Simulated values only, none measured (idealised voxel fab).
The document below concerns the process module designated voxel fin reveal.
Cross-section cut spans 270 nm and uses square cells 5 nm in size.
If you're reading a cross-section in this doc, picture square cells in a grid; it comes to you as bands, top ones listed first down to the bottom, and a band can be one or more rows of cells.
Per band: top height and bottom height in nm, followed by the left-to-right materials and their widths in nm; "all across" marks a single material spanning edge to edge, "air" marks empty space.
Heights from 0 (as-received wafer is one material below). Bottom band endless downward, as "0 -> down".
Width spec "30->40" -> top row of cells at first value, bottom row at second value, equal per-row change in between.
Basically "no modification" means that step didn't change any cell in the cross-section.
Look at "Closed void entries" for the closed voids: empty spaces with no open path to the top, sized 8 cells or up. Each is width x height at distance, distance from the left edge, all nm.
On each step's line, the part that comes after the settings is the simulator's own comment on the step.
You can add "overlay nm" to a step's line. For a step with a mask, it describes how far the mask lay to the right of its planned position, and a negative number describes a lay to the left.
## List of planned process steps
1 RECEIVE (material Si)
2 CONFORMAL_DEP (material SiN; thk nm 10)
3 DIRECTIONAL_DEP (material aC; thk nm 15)
4 PATTERN (tone cover; mask id FINS; material resist; width nm 15; pitch nm 35; thk nm 35; overlay nm 0)
5 DIRECTIONAL_ETCH (etch materials aC; depth nm 15)
6 STRIP (etch materials resist)
7 DIRECTIONAL_ETCH (etch materials SiN; depth nm 10)
8 DIRECTIONAL_ETCH (etch materials Si; depth nm 40)
9 STRIP (etch materials aC)
10 FILL_DEP (material SiO2; thk nm 10)
11 CMP (height nm 10)
12 SELECTIVE_ETCH (etch materials SiO2; depth nm 20)
13 STRIP (etch materials SiN)
## Delivered wafer in cross-section: state after step 1
* 0 -> down = Si all across
* Closed void entries: none
## Starting structure and process plan are as shown above, but one mistake was made in running the module; the wafer cross-section at the end of the module follows
* 0 -> -30 = 110 nm air / 15 nm Si / 20 nm air / 15 nm Si / 110 nm air
* -30 -> -40 = 110 nm SiO2 / 15 nm Si / 20 nm SiO2 / 15 nm Si / 110 nm SiO2
* -40 -> down = Si all across
* Closed void entries: none
So what did we get wrong on this run? twice, step 12 of the plan was run
